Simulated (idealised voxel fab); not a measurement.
The document below concerns the process module designated voxel capacitor over wiring.
In the cross-section labelled cut, the width is 175 nm and each square cell is 5 nm.
Just so we're on the same page, the cross-sections are grids of square cells, and they're listed out in bands top to bottom, each band one or more rows deep.
In this notation a band is specified by the heights of its top and bottom, in that order and in nm, after which its materials appear from left to right, each paired with its width in nm. The word "full width" attached to a single material means that material fills the band from edge to edge; the word "blank" stands for empty space.
Heights are measured from 0, the level below which the as-received wafer is all one material; the lowest band has no bottom and continues downward, written as in "0 -> down".
Width spec "30->40" -> top row of cells at first value, bottom row at second value, equal per-row change in between.
"everything unchanged" -> step changed no cross-section cell.
Voids not open to the top, 8 cells minimum: see "Encapsulated voids". Written width x height at distance; distance is from the left edge; nm.
If you see something after the settings on a step's line, that's the simulator's own remark about that step.
overlay nm: mask right of planned place by this much (step with mask). Neg. = left.

# Planned step list for the process
step 1: RECEIVE: material Si
step 2: CONFORMAL_DEP: material SiO2, thk nm 10
step 3: DIRECTIONAL_DEP: material TiN, thk nm 5
step 4: DIRECTIONAL_DEP: material W, thk nm 15
step 5: PATTERN: tone cover, mask id METAL_1, material resist, width nm 25, pitch nm 75, thk nm 20, overlay nm 0
step 6: DIRECTIONAL_ETCH: etch materials W, depth nm 15
step 7: DIRECTIONAL_ETCH: etch materials TiN, depth nm 5
step 8: STRIP: etch materials resist
step 9: CONFORMAL_DEP: material SiCN, thk nm 5
step 10: FILL_DEP: material lowk, thk nm 5
step 11: CMP: height nm 30
step 12: CONFORMAL_DEP: material SiCN, thk nm 5
step 13: DIRECTIONAL_DEP: material lowk, thk nm 10
step 14: DIRECTIONAL_DEP: material aC, thk nm 15
step 15: PATTERN: tone open, mask id PLUG_1, material resist, width nm 15, thk nm 35, overlay nm 0
step 16: DIRECTIONAL_ETCH: etch materials aC, depth nm 15
step 17: STRIP: etch materials resist
step 18: DIRECTIONAL_ETCH: etch materials lowk, depth nm 10
step 19: DIRECTIONAL_ETCH: etch materials SiCN, depth nm 5
step 20: STRIP: etch materials aC
step 21: EPI: material Ru, thk nm 10
step 22: EPI: material Ru, thk nm 5
step 23: DIRECTIONAL_DEP: material TiN, thk nm 5
step 24: DIRECTIONAL_DEP: material Al2O3, thk nm 5
step 25: DIRECTIONAL_DEP: material TiN, thk nm 5
step 26: MASKED_ETCH: tone cover, mask id UPPER_PLATE, width nm 55, etch materials TiN, depth nm 5, overlay nm 0
step 27: MASKED_ETCH: tone cover, mask id UPPER_PLATE, width nm 55, etch materials Al2O3, depth nm 5, overlay nm 0
step 28: PATTERN: tone cover, mask id LOWER_PLATE, material resist, width nm 65, thk nm 20, overlay nm 0
step 29: DIRECTIONAL_ETCH: etch materials TiN, depth nm 5
step 30: STRIP: etch materials resist
step 31: FILL_DEP: material SiO2, thk nm 20
step 32: CMP: height nm 75
step 33: PATTERN: tone open, mask id PLUG_2, material resist, width nm 15, thk nm 20, overlay nm 0
step 34: DIRECTIONAL_ETCH: etch materials SiO2, depth nm 15
step 35: STRIP: etch materials resist
step 36: CONFORMAL_DEP: material TiN, thk nm 5
step 37: FILL_DEP: material W, thk nm 5
step 38: CMP: height nm 75
step 39: CONFORMAL_DEP: material SiCN, thk nm 5

# Wafer cross-section on receipt, i.e. after step 1
	0 -> down: Si full width
	Encapsulated voids: none

# Below is the wafer in cross-section after the module was completed. It began from the starting point shown above and followed the plan shown above, except that one mistake was made while running it
	80 -> 75: SiCN full width
	75 -> 65: 55 of SiO2 / 5 of TiN / 5 of W / 5 of TiN / 105 of SiO2
	65 -> 55: 55->60 of SiO2 / 15->40 of TiN / 105->75 of SiO2
	55 -> 50: 45 of SiO2 / 15 of TiN / 40 of Al2O3 / 75 of SiO2
	50 -> 45: 40 of SiO2 / 5 of TiN / 15 of Al2O3 / 45 of TiN / 70 of SiO2
	45 -> 40: 45 of SiCN / 15 of TiN / 115 of SiCN
	40 -> 30: lowk full width
	30 -> 15: 30 of lowk / 5 of SiCN / 25 of W / 5 of SiCN / 40 of lowk / 5 of SiCN / 25 of W / 5 of SiCN / 35 of lowk
	15 -> 10: 35 of SiCN / 25 of TiN / 50 of SiCN / 25 of TiN / 40 of SiCN
	10 -> 0: SiO2 full width
	0 -> down: Si full width
	Encapsulated voids: none
Deviation from plan: steps 12 and 13 got flipped, so each one ran where the other should have
